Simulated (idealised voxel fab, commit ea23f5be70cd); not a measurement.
Process module in this document: voxel double patterning
Section shown: cut. Width: 170 nm. Cell size: 5 nm, square.
Cross-section layout: square cells on a grid; listed as bands, top to bottom; a band spans one or more cell rows.
Band: top height; bottom height; in nm. Then, left to right: material with width in nm, for each material. "throughout": a single material spanning edge to edge. "empty": empty space.
Basically, 0 is our baseline, since under it the wafer straight out of the box is all one material. The bottom band has no lower end and keeps on going down, so it looks like "top 0, no bottom".
Top row gets the first number, bottom row gets the second, and each row in between changes by the same step: that is how a band width like "30..40" works.
"remains unaltered" for a step: no cell of the cross-section changed in that step.
"Closed empty spaces" contains a list of empty spaces, each no smaller than 8 cells and without an open way to the top, written in the form width x height at distance with the distance from the left edge and all three in nm.
Anything after a step's settings on that line? It's the simulator's own note about the step.
overlay nm: where the mask lay relative to plan, measured to the right, on steps with a mask; negatives go left.
-- plan
1,RECEIVE: material Si
2,CONFORMAL_DEP: material SiN, thk nm 10
3,DIRECTIONAL_DEP: material SiO2, thk nm 15
4,DIRECTIONAL_DEP: material SiCN, thk nm 5
5,PATTERN: tone open, mask id FIRST, material resist, width nm 15, pitch nm 50, thk nm 15, overlay nm 0
6,DIRECTIONAL_ETCH: etch materials SiCN, depth nm 5
7,STRIP: etch materials resist
8,DIRECTIONAL_DEP: material aC, thk nm 10
9,PATTERN: tone open, mask id SECOND, material resist, width nm 15, thk nm 30, overlay nm 0
10,DIRECTIONAL_ETCH: etch materials aC, depth nm 10
11,STRIP: etch materials resist
12,DIRECTIONAL_ETCH: etch materials SiCN, depth nm 5
13,STRIP: etch materials aC
14,DIRECTIONAL_ETCH: etch materials SiO2, depth nm 15
15,STRIP: etch materials SiCN
-- Step 1 complete: cross-section of the wafer as received
	top 0, no bottom: Si throughout
	Closed empty spaces: none
-- Wafer cross-section at module end: first of two, run to plan
	top 25, bottom 10: 50 SiO2  15 empty  10 SiO2  15 empty  10 SiO2  15 empty  55 SiO2
	top 10, bottom 0: SiN throughout
	top 0, no bottom: Si throughout
	Closed empty spaces: none
-- Here is the second of the two wafers cut open at the end of the module - same start, same plan as the first one, but we made one mistake running it
	top 25, bottom 10: 60 SiO2  30 empty  20 SiO2  15 empty  45 SiO2
	top 10, bottom 0: SiN throughout
	top 0, no bottom: Si throughout
	Closed empty spaces: none
Against the plan, the run slipped here: contrary to plan, step 5 was performed as PATTERN: tone open, mask id FIRST, material resist, width nm 15, pitch nm 50, thk nm 15, overlay nm 10
At the end, the second wafer has the same number of cells of each material as the first, but those cells sit in other places.
